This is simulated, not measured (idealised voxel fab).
You're looking at the process module voxel quadruple lines.
The width of the displayed cross-section, cut, is 295 nm; its cells are square, with a size of 5 nm.
We lay out every cross-section as a grid of square cells and spell it out in bands from the top down, where one band means one or more rows of cells. The band entry comprises the height of the band's top followed by the height of its bottom, expressed in nm, and subsequently the band's materials from left to right, each stated together with its width in nm. Where a single material is marked with the word "edge to edge", that material fills the band from edge to edge. The word "empty" represents empty space. Height datum 0, below which the as-received substrate wafer is one material. Lowest band open at the bottom, running downward: "0 down". Think of "30->40" as a width that walks from the first number to the second as you go down the band, top row to bottom row, taking equal-sized steps from row to row. What does "nothing changed" mean for a step? It means no cell of the cross-section changed in that step. Basically, "Voids, sealed" tells you about the enclosed voids: empty spaces with no open way to the top, 8 cells or bigger, each written width x height at distance, where distance is from the left edge, all in nm. Post-settings text on a step line: simulator's own remark regarding the step. overlay nm: mask right of planned place by this much (step with mask). Neg. = left.

[Process steps (planned)]
step 1: op RECEIVE | material Si
step 2: op CONFORMAL_DEP | material Al2O3 | thk nm 5
step 3: op DIRECTIONAL_DEP | material TiN | thk nm 15
step 4: op DIRECTIONAL_DEP | material polySi | thk nm 20
step 5: op DIRECTIONAL_DEP | material aC | thk nm 20
step 6: op PATTERN | tone cover | mask id MANDREL | material resist | width nm 20 | thk nm 30 | overlay nm -15
step 7: op DIRECTIONAL_ETCH | etch materials aC | depth nm 20
step 8: op STRIP | etch materials resist
step 9: op CONFORMAL_DEP | material SiO2 | thk nm 10
step 10: op DIRECTIONAL_ETCH | etch materials SiO2 | depth nm 10
step 11: op STRIP | etch materials aC
step 12: op DIRECTIONAL_ETCH | etch materials polySi | depth nm 20
step 13: op STRIP | etch materials SiO2
step 14: op CONFORMAL_DEP | material SiCN | thk nm 5
step 15: op DIRECTIONAL_ETCH | etch materials SiCN | depth nm 5
step 16: op STRIP | etch materials polySi
step 17: op DIRECTIONAL_ETCH | etch materials TiN | depth nm 15
step 18: op STRIP | etch materials SiCN
The plan's step 6 overlay nm is the first wafer's value; the wafers differ in this setting and start identical.

[First wafer of several, as received: cross-section after step 1]
	0 down: Si edge to edge
	Voids, sealed: none

[So in this table every wafer gets its own row, and what you see is where it stands at the end of the module: for each material, how many cells it picked up (+) or gave up (-) since we received it, and after that its closed voids]
overlay nm -15, +59 Al2O3, +12 TiN, Voids, sealed: none
overlay nm -10, +59 Al2O3, +12 TiN, Voids, sealed: none
overlay nm -5, +59 Al2O3, +12 TiN, Voids, sealed: none
overlay nm 0, +59 Al2O3, +12 TiN, Voids, sealed: none
overlay nm 5, +59 Al2O3, +12 TiN, Voids, sealed: none
overlay nm 10, +59 Al2O3, +12 TiN, Voids, sealed: none
overlay nm 15, +59 Al2O3, +12 TiN, Voids, sealed: none
